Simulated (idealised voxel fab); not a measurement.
You're looking at the process module voxel spacer lines.
Cross-sectional view cut (width: 230 nm; square cell size: 5 nm).
Cross-section spec: square-cell grid; bands listed top down; each band is one or more rows. Top height, bottom height, nm. Materials left to right, width each, nm. Single material + "throughout" = fills band edge to edge. "air" = empty. The reference from which all heights are counted is 0, the level beneath which the as-received wafer is entirely one material; the lowest band, having no lower bound, proceeds downward and is written after the example "0 down". Top row gets the first number, bottom row gets the second, and each row in between changes by the same step: that is how a band width like "30 to 40" works. When a step is marked "everything unchanged", none of the cells in the cross-section changed during that step. This entry, "Unvented voids", enumerates those empty regions of no fewer than 8 cells that possess no open connection to the top. Each region is reported in the form width x height at distance, the distance being taken from the left edge, with all three quantities expressed in nm. Anything after a step's settings on that line? It's the simulator's own note about the step. overlay nm: step with mask; distance mask lay right of planned place; negative value = left of planned place.
**The steps planned for the process are as follows**
1) RECEIVE | material Si
2) CONFORMAL_DEP | material Al2O3 | thk nm 5
3) DIRECTIONAL_DEP | material SiN | thk nm 15
4) DIRECTIONAL_DEP | material aC | thk nm 25
5) PATTERN | tone cover | mask id MANDREL | material resist | width nm 25 | pitch nm 80 | thk nm 30 | overlay nm 0
6) DIRECTIONAL_ETCH | etch materials aC | depth nm 25
7) STRIP | etch materials resist
8) CONFORMAL_DEP | material SiO2 | thk nm 15
9) DIRECTIONAL_ETCH | etch materials SiO2 | depth nm 15
10) STRIP | etch materials aC
11) DIRECTIONAL_ETCH | etch materials SiN | depth nm 15
12) STRIP | etch materials SiO2
**Cross-section of the wafer upon arrival, representing the state reached after step 1**
    0 down = Si throughout
    Unvented voids: none
**This is how the wafer looks in cross-section once the module is done, given the starting state and plan above and one mistake in carrying the plan out**
    20 to 15 = Al2O3 throughout
    15 to 0 = SiN throughout
    0 down = Si throughout
    Unvented voids: none
Processing error: sequence error: steps 2 and 3 interchanged
